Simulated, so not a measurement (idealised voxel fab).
Module name: voxel air gaps (process module)
Cross-section cut: width 295 nm, square cells of 5 nm.
The cross-sections in this document take the form of a grid made of square cells. They are written out as bands, in order from top to bottom. Each band consists of one or more rows of cells.
Top, bottom (nm), then materials left to right with widths (nm); lone material tagged "all across" fills the whole band edge to edge; "blank" = empty space.
Height datum 0, below which the as-received substrate wafer is one material. Lowest band open at the bottom, running downward: "0 and below".
Width: "30..40" (first number = top row, second number = bottom row, same change from row to row of cells).
Given "left unchanged" for a step, no cell of the cross-section differs between before and after that step.
Closed-off voids of 8+ cells (no open route to the top) go in "Closed cavity list", written width x height at distance from the left edge, in nm.
It should be noted that, on the line of a given step, the content following the step's settings is a remark produced by the simulator itself with respect to that step.
Each step line may optionally specify "overlay nm", which for a step with a mask gives the rightward distance between the mask's planned place and where it lay, a negative value indicating the leftward direction.
This section lists the process steps that were planned:
1,RECEIVE, material Si
2,CONFORMAL_DEP, material SiO2, thk nm 15
3,CONFORMAL_DEP, material SiN, thk nm 5
4,DIRECTIONAL_DEP, material lowk, thk nm 35
5,MASKED_ETCH, tone open, mask id LINES, width nm 20, pitch nm 50, etch materials lowk, depth nm 35, overlay nm 0
6,CONFORMAL_DEP, material TiN, thk nm 5
7,FILL_DEP, material Cu, thk nm 5
8,CMP, height nm 55
9,EPI, material Ru, thk nm 10
10,SELECTIVE_ETCH, etch materials lowk, depth nm 45
11,CONFORMAL_DEP, material SiN, thk nm 5
Received-state cross-section, reflecting completion of step 1:
  0 and below = Si all across
  Closed cavity list: none
Starting structure and process plan are as shown above, but one mistake was made in running the module; the wafer cross-section at the end of the module follows:
  70 down to 65 = 70 of blank, then 150 of lowk, then 75 of blank
  65 down to 55 = 70 of blank, then 5 of lowk, then 40 of Ru, then 10 of lowk, then 40 of Ru, then 10 of lowk, then 40 of Ru, then 5 of lowk, then 75 of blank
  55 down to 50 = 70 of blank, then 15 of lowk, then 5 of TiN, then 10 of Cu, then 5 of TiN, then 30 of lowk, then 5 of TiN, then 10 of Cu, then 5 of TiN, then 30 of lowk, then 5 of TiN, then 10 of Cu, then 5 of TiN, then 15 of lowk, then 75 of blank
  50 down to 25 = 80 of blank, then 5 of lowk, then 5 of TiN, then 10 of Cu, then 5 of TiN, then 5 of lowk, then 20 of blank, then 5 of lowk, then 5 of TiN, then 10 of Cu, then 5 of TiN, then 5 of lowk, then 20 of blank, then 5 of lowk, then 5 of TiN, then 10 of Cu, then 5 of TiN, then 5 of lowk, then 85 of blank
  25 down to 20 = 85 of lowk, then 20 of TiN, then 30 of lowk, then 20 of TiN, then 30 of lowk, then 20 of TiN, then 90 of lowk
  20 down to 15 = SiN all across
  15 down to 0 = SiO2 all across
  0 and below = Si all across
  Closed cavity list: 20 x 25 at 110; 20 x 25 at 160
Plan not followed: rather than as planned, step 11 actually ran as CONFORMAL_DEP, material lowk, thk nm 5
